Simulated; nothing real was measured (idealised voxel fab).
Title: Process Module voxel ribs on slabs
Pictured: cross-section cut, 195 nm wide, on a grid of 5 nm square cells.
Notation: cross-section as square-cell grid; stated in bands, top first, going down; one or more cell rows per band.
Per band: top height and bottom height in nm, followed by the left-to-right materials and their widths in nm; "edge to edge" marks a single material spanning edge to edge, "blank" marks empty space.
Note: height 0 marks the level under which the wafer is uniformly one material as received. Lowest band unbounded below, written "0 -> down".
A width given as "30 to 40" starts at the first number in the band's top row and ends at the second number in its bottom row, shifting by an equal amount at every step from row to row.
Take "no change" at face value: in the step it is given for, the cross-section changed in none of its cells.
Reported under the label "Enclosed voids" are the empty spaces having no open way to the top and comprising 8 cells or more; the notation for each is width x height at distance, in which the distance is measured from the left edge and all three values are in nm.
Whatever follows a step's settings on its line is a remark the simulator itself makes about that step.
"overlay nm" on a masked step: distance the mask lay right of its planned place, negative for left.
Below you will find pairs of cross-sections. In each, one shows the wafer before one process step and the other after it, with the after view ending at the lowest band that changed. Under each pair is the step separating them, along with its settings. Do not assume the pairs form a chain: they can come from different runs of this module on the same starting wafer, and a pair continues from the pair above it only when its "Cross-section, before" entry says so.

Cross-section, before:
- 0 -> down | Si edge to edge
- Enclosed voids: none

Post-Step Section View:
- 20 -> 0 | SiO2 edge to edge
- Below 0 it's all the same as before, nothing changed down there.
- Enclosed voids: none
In between the cross-sections above, the run called for DIRECTIONAL_DEP, material SiO2, thk nm 20

Cross-section, before: we pick up right where the pair above leaves off, with its after cross-section.

Post-Step Section View:
- 40 -> 20 | SiN edge to edge
- Below 20 it's all the same as before, nothing changed down there.
- Enclosed voids: none
In between the cross-sections above, the run called for DIRECTIONAL_DEP, material SiN, thk nm 20

Cross-section, before: we pick up right where the pair above leaves off, with its after cross-section.

Post-Step Section View:
- 60 -> 40 | blank=80 | resist=30 | blank=85
- Below 40 it's all the same as before, nothing changed down there.
- Enclosed voids: none
In between the cross-sections above, the run called for PATTERN, tone cover, mask id RIB, material resist, width nm 30, thk nm 20, overlay nm 0

Cross-section, before: we pick up right where the pair above leaves off, with its after cross-section.

Post-Step Section View:
- 60 -> 40 | blank=80 | resist=30 | blank=85
- 40 -> 30 | blank=80 | SiN=30 | blank=85
- Below 30 it's all the same as before, nothing changed down there.
- Enclosed voids: none
In between the cross-sections above, the run called for DIRECTIONAL_ETCH, etch materials SiN, depth nm 10

Cross-section, before: we pick up right where the pair above leaves off, with its after cross-section.

Post-Step Section View:
- 40 -> 30 | blank=80 | SiN=30 | blank=85
- Below 30 it's all the same as before, nothing changed down there.
- Enclosed voids: none
In between the cross-sections above, the run called for STRIP, etch materials resist

Cross-section, before: we pick up right where the pair above leaves off, with its after cross-section.

Post-Step Section View:
- 55 -> 40 | blank=65 | resist=60 | blank=70
- 40 -> 30 | blank=65 | resist=15 | SiN=30 | resist=15 | blank=70
- Below 30 it's all the same as before, nothing changed down there.
- Enclosed voids: none
In between the cross-sections above, the run called for PATTERN, tone cover, mask id SLAB, material resist, width nm 60, thk nm 15, overlay nm 0

Cross-section, before: we pick up right where the pair above leaves off, with its after cross-section.

Post-Step Section View:
- 55 -> 40 | blank=65 | resist=60 | blank=70
- 40 -> 30 | blank=65 | resist=15 | SiN=30 | resist=15 | blank=70
- 30 -> 20 | blank=65 | SiN=60 | blank=70
- Below 20 it's all the same as before, nothing changed down there.
- Enclosed voids: none
In between the cross-sections above, the run called for DIRECTIONAL_ETCH, etch materials SiN, depth nm 10

Cross-section, before: we pick up right where the pair above leaves off, with its after cross-section.

Post-Step Section View:
- 40 -> 30 | blank=80 | SiN=30 | blank=85
- Below 30 it's all the same as before, nothing changed down there.
- Enclosed voids: none
In between the cross-sections above, the run called for STRIP, etch materials resist

Cross-section, before: we pick up right where the pair above leaves off, with its after cross-section.

Post-Step Section View:
- 65 -> 40 | SiO2 edge to edge
- 40 -> 30 | SiO2=80 | SiN=30 | SiO2=85
- 30 -> 20 | SiO2=65 | SiN=60 | SiO2=70
- Below 20 it's all the same as before, nothing changed down there.
- Enclosed voids: none
In between the cross-sections above, the run called for FILL_DEP, material SiO2, thk nm 25

Cross-section, before: we pick up right where the pair above leaves off, with its after cross-section.

Post-Step Section View:
- 55 -> 40 | SiO2 edge to edge
- Below 40 it's all the same as before, nothing changed down there.
- Enclosed voids: none
In between the cross-sections above, the run called for CMP, height nm 55

Cross-section, before: we pick up right where the pair above leaves off, with its after cross-section.

Post-Step Section View:
- 60 -> 55 | W edge to edge
- Below 55 it's all the same as before, nothing changed down there.
- Enclosed voids: none
In between the cross-sections above, the run called for DIRECTIONAL_DEP, material W, thk nm 5

Cross-section, before: we pick up right where the pair above leaves off, with its after cross-section.

Post-Step Section View:
- 80 -> 60 | blank=75 | resist=40 | blank=80
- Below 60 it's all the same as before, nothing changed down there.
- Enclosed voids: none
In between the cross-sections above, the run called for PATTERN, tone cover, mask id HEATER, material resist, width nm 40, thk nm 20, overlay nm 0

Cross-section, before: we pick up right where the pair above leaves off, with its after cross-section.

Post-Step Section View:
- 80 -> 60 | blank=75 | resist=40 | blank=80
- 60 -> 55 | blank=75 | W=40 | blank=80
- Below 55 it's all the same as before, nothing changed down there.
- Enclosed voids: none
In between the cross-sections above, the run called for DIRECTIONAL_ETCH, etch materials W, depth nm 5

Cross-section, before: we pick up right where the pair above leaves off, with its after cross-section.

Post-Step Section View:
- 60 -> 55 | blank=75 | W=40 | blank=80
- Below 55 it's all the same as before, nothing changed down there.
- Enclosed voids: none
In between the cross-sections above, the run called for STRIP, etch materials resist

Cross-section, before: we pick up right where the pair above leaves off, with its after cross-section.

Post-Step Section View:
- 65 -> 60 | blank=70 | SiN=50 | blank=75
- 60 -> 55 | SiN=75 | W=40 | SiN=80
- Below 55 it's all the same as before, nothing changed down there.
- Enclosed voids: none
In between the cross-sections above, the run called for CONFORMAL_DEP, material SiN, thk nm 5

Cross-section, before:
- 40 -> 20 | SiN edge to edge
- 20 -> 0 | SiO2 edge to edge
- 0 -> down | Si edge to edge
- Enclosed voids: none

Post-Step Section View:
- 60 -> 20 | SiN edge to edge
- Below 20 it's all the same as before, nothing changed down there.
- Enclosed voids: none
In between the cross-sections above, the run called for DIRECTIONAL_DEP, material SiN, thk nm 20

Cross-section, before: we pick up right where the pair above leaves off, with its after cross-section.

Post-Step Section View:
- 80 -> 60 | blank=80 | resist=30 | blank=85
- Below 60 it's all the same as before, nothing changed down there.
- Enclosed voids: none
In between the cross-sections above, the run called for PATTERN, tone cover, mask id RIB, material resist, width nm 30, thk nm 20, overlay nm 0

Cross-section, before: we pick up right where the pair above leaves off, with its after cross-section.

Post-Step Section View:
- 80 -> 60 | blank=80 | resist=30 | blank=85
- 60 -> 50 | blank=80 | SiN=30 | blank=85
- Below 50 it's all the same as before, nothing changed down there.
- Enclosed voids: none
In between the cross-sections above, the run called for DIRECTIONAL_ETCH, etch materials SiN, depth nm 10

Cross-section, before: we pick up right where the pair above leaves off, with its after cross-section.

Post-Step Section View:
- 60 -> 50 | blank=80 | SiN=30 | blank=85
- Below 50 it's all the same as before, nothing changed down there.
- Enclosed voids: none
In between the cross-sections above, the run called for STRIP, etch materials resist

Cross-section, before: we pick up right where the pair above leaves off, with its after cross-section.

Post-Step Section View:
- 75 -> 60 | blank=65 | resist=60 | blank=70
- 60 -> 50 | blank=65 | resist=15 | SiN=30 | resist=15 | blank=70
- Below 50 it's all the same as before, nothing changed down there.
- Enclosed voids: none
In between the cross-sections above, the run called for PATTERN, tone cover, mask id SLAB, material resist, width nm 60, thk nm 15, overlay nm 0

Cross-section, before: we pick up right where the pair above leaves off, with its after cross-section.

Post-Step Section View:
- 75 -> 60 | blank=65 | resist=60 | blank=70
- 60 -> 50 | blank=65 | resist=15 | SiN=30 | resist=15 | blank=70
- 50 -> 40 | blank=65 | SiN=60 | blank=70
- Below 40 it's all the same as before, nothing changed down there.
- Enclosed voids: none
In between the cross-sections above, the run called for DIRECTIONAL_ETCH, etch materials SiN, depth nm 10

Cross-section, before: we pick up right where the pair above leaves off, with its after cross-section.

Post-Step Section View:
- 60 -> 50 | blank=80 | SiN=30 | blank=85
- Below 50 it's all the same as before, nothing changed down there.
- Enclosed voids: none
In between the cross-sections above, the run called for STRIP, etch materials resist

Cross-section, before: we pick up right where the pair above leaves off, with its after cross-section.

Post-Step Section View:
- 85 -> 60 | SiO2 edge to edge
- 60 -> 50 | SiO2=80 | SiN=30 | SiO2=85
- 50 -> 40 | SiO2=65 | SiN=60 | SiO2=70
- Below 40 it's all the same as before, nothing changed down there.
- Enclosed voids: none
In between the cross-sections above, the run called for FILL_DEP, material SiO2, thk nm 25

Cross-section, before: we pick up right where the pair above leaves off, with its after cross-section.

Post-Step Section View:
- 55 -> 50 | SiO2=80 | SiN=30 | SiO2=85
- Below 50 it's all the same as before, nothing changed down there.
- Enclosed voids: none
In between the cross-sections above, the run called for CMP, height nm 55

Cross-section, before: we pick up right where the pair above leaves off, with its after cross-section.

Post-Step Section View:
- 60 -> 55 | W edge to edge
- Below 55 it's all the same as before, nothing changed down there.
- Enclosed voids: none
In between the cross-sections above, the run called for DIRECTIONAL_DEP, material W, thk nm 5

Cross-section, before: we pick up right where the pair above leaves off, with its after cross-section.

Post-Step Section View:
- 80 -> 60 | blank=75 | resist=40 | blank=80
- Below 60 it's all the same as before, nothing changed down there.
- Enclosed voids: none
In between the cross-sections above, the run called for PATTERN, tone cover, mask id HEATER, material resist, width nm 40, thk nm 20, overlay nm 0

Cross-section, before: we pick up right where the pair above leaves off, with its after cross-section.

Post-Step Section View:
- 80 -> 60 | blank=75 | resist=40 | blank=80
- 60 -> 55 | blank=75 | W=40 | blank=80
- Below 55 it's all the same as before, nothing changed down there.
- Enclosed voids: none
In between the cross-sections above, the run called for DIRECTIONAL_ETCH, etch materials W, depth nm 5

Cross-section, before: we pick up right where the pair above leaves off, with its after cross-section.

Post-Step Section View:
- 60 -> 55 | blank=75 | W=40 | blank=80
- Below 55 it's all the same as before, nothing changed down there.
- Enclosed voids: none
In between the cross-sections above, the run called for STRIP, etch materials resist

Cross-section, before: we pick up right where the pair above leaves off, with its after cross-section.

Post-Step Section View:
- 65 -> 60 | blank=70 | SiN=50 | blank=75
- 60 -> 55 | SiN=75 | W=40 | SiN=80
- Below 55 it's all the same as before, nothing changed down there.
- Enclosed voids: none
In between the cross-sections above, the run called for CONFORMAL_DEP, material SiN, thk nm 5

Cross-section, before:
- 20 -> 0 | SiO2 edge to edge
- 0 -> down | Si edge to edge
- Enclosed voids: none

Post-Step Section View:
- 40 -> 20 | blank=80 | resist=30 | blank=85
- Below 20 it's all the same as before, nothing changed down there.
- Enclosed voids: none
In between the cross-sections above, the run called for PATTERN, tone cover, mask id RIB, material resist, width nm 30, thk nm 20, overlay nm 0

Cross-section, before: we pick up right where the pair above leaves off, with its after cross-section.

Post-Step Section View:
- 60 -> 40 | blank=80 | SiN=30 | blank=85
- 40 -> 20 | SiN=80 | resist=30 | SiN=85
- Below 20 it's all the same as before, nothing changed down there.
- Enclosed voids: none
In between the cross-sections above, the run called for DIRECTIONAL_DEP, material SiN, thk nm 20

Cross-section, before: we pick up right where the pair above leaves off, with its after cross-section.

Post-Step Section View:
- 50 -> 40 | blank=80 | SiN=30 | blank=85
- 40 -> 30 | blank=80 | resist=30 | blank=85
- Below 30 it's all the same as before, nothing changed down there.
- Enclosed voids: none
In between the cross-sections above, the run called for DIRECTIONAL_ETCH, etch materials SiN, depth nm 10

Cross-section, before: we pick up right where the pair above leaves off, with its after cross-section.

Post-Step Section View:
- 30 -> 20 | SiN=80 | blank=30 | SiN=85
- Below 20 it's all the same as before, nothing changed down there.
- Enclosed voids: none
In between the cross-sections above, the run called for STRIP, etch materials resist

Cross-section, before: we pick up right where the pair above leaves off, with its after cross-section.

Post-Step Section View:
- 45 -> 30 | blank=65 | resist=60 | blank=70
- 30 -> 20 | SiN=80 | resist=30 | SiN=85
- Below 20 it's all the same as before, nothing changed down there.
- Enclosed voids: none
In between the cross-sections above, the run called for PATTERN, tone cover, mask id SLAB, material resist, width nm 60, thk nm 15, overlay nm 0

Cross-section, before: we pick up right where the pair above leaves off, with its after cross-section.

Post-Step Section View:
- 45 -> 30 | blank=65 | resist=60 | blank=70
- 30 -> 20 | blank=65 | SiN=15 | resist=30 | SiN=15 | blank=70
- Below 20 it's all the same as before, nothing changed down there.
- Enclosed voids: none
In between the cross-sections above, the run called for DIRECTIONAL_ETCH, etch materials SiN, depth nm 10

Cross-section, before: we pick up right where the pair above leaves off, with its after cross-section.

Post-Step Section View:
- 30 -> 20 | blank=65 | SiN=15 | blank=30 | SiN=15 | blank=70
- Below 20 it's all the same as before, nothing changed down there.
- Enclosed voids: none
In between the cross-sections above, the run called for STRIP, etch materials resist

Cross-section, before: we pick up right where the pair above leaves off, with its after cross-section.

Post-Step Section View:
- 55 -> 30 | SiO2 edge to edge
- 30 -> 20 | SiO2=65 | SiN=15 | SiO2=30 | SiN=15 | SiO2=70
- Below 20 it's all the same as before, nothing changed down there.
- Enclosed voids: none
In between the cross-sections above, the run called for FILL_DEP, material SiO2, thk nm 25

Cross-section, before: we pick up right where the pair above leaves off, with its after cross-section.

Post-Step Section View:
- 60 -> 55 | W edge to edge
- Below 55 it's all the same as before, nothing changed down there.
- Enclosed voids: none
In between the cross-sections above, the run called for DIRECTIONAL_DEP, material W, thk nm 5

Cross-section, before: we pick up right where the pair above leaves off, with its after cross-section.

Post-Step Section View:
- 80 -> 60 | blank=75 | resist=40 | blank=80
- Below 60 it's all the same as before, nothing changed down there.
- Enclosed voids: none
In between the cross-sections above, the run called for PATTERN, tone cover, mask id HEATER, material resist, width nm 40, thk nm 20, overlay nm 0

Cross-section, before: we pick up right where the pair above leaves off, with its after cross-section.

Post-Step Section View:
- 80 -> 60 | blank=75 | resist=40 | blank=80
- 60 -> 55 | blank=75 | W=40 | blank=80
- Below 55 it's all the same as before, nothing changed down there.
- Enclosed voids: none
In between the cross-sections above, the run called for DIRECTIONAL_ETCH, etch materials W, depth nm 5

Cross-section, before: we pick up right where the pair above leaves off, with its after cross-section.

Post-Step Section View:
- 60 -> 55 | blank=75 | W=40 | blank=80
- Below 55 it's all the same as before, nothing changed down there.
- Enclosed voids: none
In between the cross-sections above, the run called for STRIP, etch materials resist

Cross-section, before: we pick up right where the pair above leaves off, with its after cross-section.

Post-Step Section View:
- 65 -> 60 | blank=70 | SiN=50 | blank=75
- 60 -> 55 | SiN=75 | W=40 | SiN=80
- Below 55 it's all the same as before, nothing changed down there.
- Enclosed voids: none
In between the cross-sections above, the run called for CONFORMAL_DEP, material SiN, thk nm 5

Cross-section, before:
- 60 -> 40 | blank=80 | resist=30 | blank=85
- 40 -> 20 | SiN edge to edge
- 20 -> 0 | SiO2 edge to edge
- 0 -> down | Si edge to edge
- Enclosed voids: none

Post-Step Section View:
- 60 -> 40 | blank=80 | resist=30 | blank=85
- 40 -> 25 | blank=80 | SiN=30 | blank=85
- Below 25 it's all the same as before, nothing changed down there.
- Enclosed voids: none
In between the cross-sections above, the run called for DIRECTIONAL_ETCH, etch materials SiN, depth nm 15

Cross-section, before: we pick up right where the pair above leaves off, with its after cross-section.

Post-Step Section View:
- 40 -> 25 | blank=80 | SiN=30 | blank=85
- Below 25 it's all the same as before, nothing changed down there.
- Enclosed voids: none
In between the cross-sections above, the run called for STRIP, etch materials resist

Cross-section, before: we pick up right where the pair above leaves off, with its after cross-section.

Post-Step Section View:
- 55 -> 40 | blank=65 | resist=60 | blank=70
- 40 -> 25 | blank=65 | resist=15 | SiN=30 | resist=15 | blank=70
- Below 25 it's all the same as before, nothing changed down there.
- Enclosed voids: none
In between the cross-sections above, the run called for PATTERN, tone cover, mask id SLAB, material resist, width nm 60, thk nm 15, overlay nm 0

Cross-section, before: we pick up right where the pair above leaves off, with its after cross-section.

Post-Step Section View:
- 55 -> 40 | blank=65 | resist=60 | blank=70
- 40 -> 25 | blank=65 | resist=15 | SiN=30 | resist=15 | blank=70
- 25 -> 20 | blank=65 | SiN=60 | blank=70
- Below 20 it's all the same as before, nothing changed down there.
- Enclosed voids: none
In between the cross-sections above, the run called for DIRECTIONAL_ETCH, etch materials SiN, depth nm 10

Cross-section, before: we pick up right where the pair above leaves off, with its after cross-section.

Post-Step Section View:
- 40 -> 25 | blank=80 | SiN=30 | blank=85
- Below 25 it's all the same as before, nothing changed down there.
- Enclosed voids: none
In between the cross-sections above, the run called for STRIP, etch materials resist

Cross-section, before: we pick up right where the pair above leaves off, with its after cross-section.

Post-Step Section View:
- 65 -> 40 | SiO2 edge to edge
- 40 -> 25 | SiO2=80 | SiN=30 | SiO2=85
- 25 -> 20 | SiO2=65 | SiN=60 | SiO2=70
- Below 20 it's all the same as before, nothing changed down there.
- Enclosed voids: none
In between the cross-sections above, the run called for FILL_DEP, material SiO2, thk nm 25

Cross-section, before: we pick up right where the pair above leaves off, with its after cross-section.

Post-Step Section View:
- 55 -> 40 | SiO2 edge to edge
- Below 40 it's all the same as before, nothing changed down there.
- Enclosed voids: none
In between the cross-sections above, the run called for CMP, height nm 55

Cross-section, before: we pick up right where the pair above leaves off, with its after cross-section.

Post-Step Section View:
- 60 -> 55 | W edge to edge
- Below 55 it's all the same as before, nothing changed down there.
- Enclosed voids: none
In between the cross-sections above, the run called for DIRECTIONAL_DEP, material W, thk nm 5

Cross-section, before: we pick up right where the pair above leaves off, with its after cross-section.

Post-Step Section View:
- 80 -> 60 | blank=75 | resist=40 | blank=80
- Below 60 it's all the same as before, nothing changed down there.
- Enclosed voids: none
In between the cross-sections above, the run called for PATTERN, tone cover, mask id HEATER, material resist, width nm 40, thk nm 20, overlay nm 0

Cross-section, before: we pick up right where the pair above leaves off, with its after cross-section.

Post-Step Section View:
- 80 -> 60 | blank=75 | resist=40 | blank=80
- 60 -> 55 | blank=75 | W=40 | blank=80
- Below 55 it's all the same as before, nothing changed down there.
- Enclosed voids: none
In between the cross-sections above, the run called for DIRECTIONAL_ETCH, etch materials W, depth nm 5

Cross-section, before: we pick up right where the pair above leaves off, with its after cross-section.

Post-Step Section View:
- 60 -> 55 | blank=75 | W=40 | blank=80
- Below 55 it's all the same as before, nothing changed down there.
- Enclosed voids: none
In between the cross-sections above, the run called for STRIP, etch materials resist

Cross-section, before: we pick up right where the pair above leaves off, with its after cross-section.

Post-Step Section View:
- 65 -> 60 | blank=70 | SiN=50 | blank=75
- 60 -> 55 | SiN=75 | W=40 | SiN=80
- Below 55 it's all the same as before, nothing changed down there.
- Enclosed voids: none
In between the cross-sections above, the run called for CONFORMAL_DEP, material SiN, thk nm 5

Cross-section, before:
- 40 -> 30 | blank=80 | SiN=30 | blank=85
- 30 -> 20 | SiN edge to edge
- 20 -> 0 | SiO2 edge to edge
- 0 -> down | Si edge to edge
- Enclosed voids: none

Post-Step Section View:
- 55 -> 40 | blank=65 | resist=65 | blank=65
- 40 -> 30 | blank=65 | resist=15 | SiN=30 | resist=20 | blank=65
- Below 30 it's all the same as before, nothing changed down there.
- Enclosed voids: none
In between the cross-sections above, the run called for PATTERN, tone cover, mask id SLAB, material resist, width nm 65, thk nm 15, overlay nm 0

Cross-section, before: we pick up right where the pair above leaves off, with its after cross-section.

Post-Step Section View:
- 55 -> 40 | blank=65 | resist=65 | blank=65
- 40 -> 30 | blank=65 | resist=15 | SiN=30 | resist=20 | blank=65
- 30 -> 20 | blank=65 | SiN=65 | blank=65
- Below 20 it's all the same as before, nothing changed down there.
- Enclosed voids: none
In between the cross-sections above, the run called for DIRECTIONAL_ETCH, etch materials SiN, depth nm 10

Cross-section, before: we pick up right where the pair above leaves off, with its after cross-section.

Post-Step Section View:
- 40 -> 30 | blank=80 | SiN=30 | blank=85
- Below 30 it's all the same as before, nothing changed down there.
- Enclosed voids: none
In between the cross-sections above, the run called for STRIP, etch materials resist

Cross-section, before: we pick up right where the pair above leaves off, with its after cross-section.

Post-Step Section View:
- 65 -> 40 | SiO2 edge to edge
- 40 -> 30 | SiO2=80 | SiN=30 | SiO2=85
- 30 -> 20 | SiO2=65 | SiN=65 | SiO2=65
- Below 20 it's all the same as before, nothing changed down there.
- Enclosed voids: none
In between the cross-sections above, the run called for FILL_DEP, material SiO2, thk nm 25

Cross-section, before: we pick up right where the pair above leaves off, with its after cross-section.

Post-Step Section View:
- 55 -> 40 | SiO2 edge to edge
- Below 40 it's all the same as before, nothing changed down there.
- Enclosed voids: none
In between the cross-sections above, the run called for CMP, height nm 55

Cross-section, before: we pick up right where the pair above leaves off, with its after cross-section.

Post-Step Section View:
- 60 -> 55 | W edge to edge
- Below 55 it's all the same as before, nothing changed down there.
- Enclosed voids: none
In between the cross-sections above, the run called for DIRECTIONAL_DEP, material W, thk nm 5

Cross-section, before: we pick up right where the pair above leaves off, with its after cross-section.

Post-Step Section View:
- 80 -> 60 | blank=75 | resist=40 | blank=80
- Below 60 it's all the same as before, nothing changed down there.
- Enclosed voids: none
In between the cross-sections above, the run called for PATTERN, tone cover, mask id HEATER, material resist, width nm 40, thk nm 20, overlay nm 0

Cross-section, before: we pick up right where the pair above leaves off, with its after cross-section.

Post-Step Section View:
- 80 -> 60 | blank=75 | resist=40 | blank=80
- 60 -> 55 | blank=75 | W=40 | blank=80
- Below 55 it's all the same as before, nothing changed down there.
- Enclosed voids: none
In between the cross-sections above, the run called for DIRECTIONAL_ETCH, etch materials W, depth nm 5

Cross-section, before: we pick up right where the pair above leaves off, with its after cross-section.

Post-Step Section View:
- 60 -> 55 | blank=75 | W=40 | blank=80
- Below 55 it's all the same as before, nothing changed down there.
- Enclosed voids: none
In between the cross-sections above, the run called for STRIP, etch materials resist

Cross-section, before: we pick up right where the pair above leaves off, with its after cross-section.

Post-Step Section View:
- 65 -> 60 | blank=70 | SiN=50 | blank=75
- 60 -> 55 | SiN=75 | W=40 | SiN=80
- Below 55 it's all the same as before, nothing changed down there.
- Enclosed voids: none
In between the cross-sections above, the run called for CONFORMAL_DEP, material SiN, thk nm 5

Cross-section, before:
- 40 -> 30 | blank=80 | SiN=30 | blank=85
- 30 -> 20 | SiN edge to edge
- 20 -> 0 | SiO2 edge to edge
- 0 -> down | Si edge to edge
- Enclosed voids: none

Post-Step Section View:
- 55 -> 40 | blank=75 | resist=60 | blank=60
- 40 -> 30 | blank=75 | resist=5 | SiN=30 | resist=25 | blank=60
- Below 30 it's all the same as before, nothing changed down there.
- Enclosed voids: none
In between the cross-sections above, the run called for PATTERN, tone cover, mask id SLAB, material resist, width nm 60, thk nm 15, overlay nm 10

Cross-section, before: we pick up right where the pair above leaves off, with its after cross-section.

Post-Step Section View:
- 55 -> 40 | blank=75 | resist=60 | blank=60
- 40 -> 30 | blank=75 | resist=5 | SiN=30 | resist=25 | blank=60
- 30 -> 20 | blank=75 | SiN=60 | blank=60
- Below 20 it's all the same as before, nothing changed down there.
- Enclosed voids: none
In between the cross-sections above, the run called for DIRECTIONAL_ETCH, etch materials SiN, depth nm 10

Cross-section, before: we pick up right where the pair above leaves off, with its after cross-section.

Post-Step Section View:
- 40 -> 30 | blank=80 | SiN=30 | blank=85
- Below 30 it's all the same as before, nothing changed down there.
- Enclosed voids: none
In between the cross-sections above, the run called for STRIP, etch materials resist

Cross-section, before: we pick up right where the pair above leaves off, with its after cross-section.

Post-Step Section View:
- 65 -> 40 | SiO2 edge to edge
- 40 -> 30 | SiO2=80 | SiN=30 | SiO2=85
- 30 -> 20 | SiO2=75 | SiN=60 | SiO2=60
- Below 20 it's all the same as before, nothing changed down there.
- Enclosed voids: none
In between the cross-sections above, the run called for FILL_DEP, material SiO2, thk nm 25

Cross-section, before: we pick up right where the pair above leaves off, with its after cross-section.

Post-Step Section View:
- 55 -> 40 | SiO2 edge to edge
- Below 40 it's all the same as before, nothing changed down there.
- Enclosed voids: none
In between the cross-sections above, the run called for CMP, height nm 55

Cross-section, before: we pick up right where the pair above leaves off, with its after cross-section.

Post-Step Section View:
- 60 -> 55 | W edge to edge
- Below 55 it's all the same as before, nothing changed down there.
- Enclosed voids: none
In between the cross-sections above, the run called for DIRECTIONAL_DEP, material W, thk nm 5

Cross-section, before: we pick up right where the pair above leaves off, with its after cross-section.

Post-Step Section View:
- 80 -> 60 | blank=75 | resist=40 | blank=80
- Below 60 it's all the same as before, nothing changed down there.
- Enclosed voids: none
In between the cross-sections above, the run called for PATTERN, tone cover, mask id HEATER, material resist, width nm 40, thk nm 20, overlay nm 0

Cross-section, before: we pick up right where the pair above leaves off, with its after cross-section.

Post-Step Section View:
- 80 -> 60 | blank=75 | resist=40 | blank=80
- 60 -> 55 | blank=75 | W=40 | blank=80
- Below 55 it's all the same as before, nothing changed down there.
- Enclosed voids: none
In between the cross-sections above, the run called for DIRECTIONAL_ETCH, etch materials W, depth nm 5

Cross-section, before: we pick up right where the pair above leaves off, with its after cross-section.

Post-Step Section View:
- 60 -> 55 | blank=75 | W=40 | blank=80
- Below 55 it's all the same as before, nothing changed down there.
- Enclosed voids: none
In between the cross-sections above, the run called for STRIP, etch materials resist

Cross-section, before: we pick up right where the pair above leaves off, with its after cross-section.

Post-Step Section View:
- 65 -> 60 | blank=70 | SiN=50 | blank=75
- 60 -> 55 | SiN=75 | W=40 | SiN=80
- Below 55 it's all the same as before, nothing changed down there.
- Enclosed voids: none
In between the cross-sections above, the run called for CONFORMAL_DEP, material SiN, thk nm 5

Cross-section, before:
- 55 -> 40 | SiO2 edge to edge
- 40 -> 30 | SiO2=80 | SiN=30 | SiO2=85
- 30 -> 20 | SiO2=65 | SiN=60 | SiO2=70
- 20 -> 0 | SiO2 edge to edge
- 0 -> down | Si edge to edge
- Enclosed voids: none

Post-Step Section View:
- 60 -> 40 | SiO2 edge to edge
- Below 40 it's all the same as before, nothing changed down there.
- Enclosed voids: none
In between the cross-sections above, the run called for DIRECTIONAL_DEP, material SiO2, thk nm 5

Cross-section, before: we pick up right where the pair above leaves off, with its after cross-section.

Post-Step Section View:
- 80 -> 60 | blank=75 | resist=40 | blank=80
- Below 60 it's all the same as before, nothing changed down there.
- Enclosed voids: none
In between the cross-sections above, the run called for PATTERN, tone cover, mask id HEATER, material resist, width nm 40, thk nm 20, overlay nm 0

Cross-section, before: we pick up right where the pair above leaves off, with its after cross-section.

Post-Step Section View:
- 60 -> 40 | SiO2 edge to edge
- Below 40 it's all the same as before, nothing changed down there.
- Enclosed voids: none
In between the cross-sections above, the run called for STRIP, etch materials resist

Cross-section, before: we pick up right where the pair above leaves off, with its after cross-section.

Post-Step Section View:
- 65 -> 60 | SiN edge to edge
- Below 60 it's all the same as before, nothing changed down there.
- Enclosed voids: none
In between the cross-sections above, the run called for CONFORMAL_DEP, material SiN, thk nm 5

Cross-section, before:
- 60 -> 55 | W edge to edge
- 55 -> 40 | SiO2 edge to edge
- 40 -> 30 | SiO2=80 | SiN=30 | SiO2=85
- 30 -> 20 | SiO2=65 | SiN=60 | SiO2=70
- 20 -> 0 | SiO2 edge to edge
- 0 -> down | Si edge to edge
- Enclosed voids: none

Post-Step Section View:
- 80 -> 60 | resist=75 | blank=40 | resist=80
- Below 60 it's all the same as before, nothing changed down there.
- Enclosed voids: none
In between the cross-sections above, the run called for PATTERN, tone open, mask id HEATER, material resist, width nm 40, thk nm 20, overlay nm 0

Cross-section, before: we pick up right where the pair above leaves off, with its after cross-section.

Post-Step Section View:
- 80 -> 60 | resist=75 | blank=40 | resist=80
- 60 -> 55 | W=75 | blank=40 | W=80
- Below 55 it's all the same as before, nothing changed down there.
- Enclosed voids: none
In between the cross-sections above, the run called for DIRECTIONAL_ETCH, etch materials W, depth nm 5

Cross-section, before: we pick up right where the pair above leaves off, with its after cross-section.

Post-Step Section View:
- 60 -> 55 | W=75 | blank=40 | W=80
- Below 55 it's all the same as before, nothing changed down there.
- Enclosed voids: none
In between the cross-sections above, the run called for STRIP, etch materials resist

Cross-section, before: we pick up right where the pair above leaves off, with its after cross-section.

Post-Step Section View:
- 65 -> 60 | SiN=80 | blank=30 | SiN=85
- 60 -> 55 | W=75 | SiN=40 | W=80
- Below 55 it's all the same as before, nothing changed down there.
- Enclosed voids: none
In between the cross-sections above, the run called for CONFORMAL_DEP, material SiN, thk nm 5
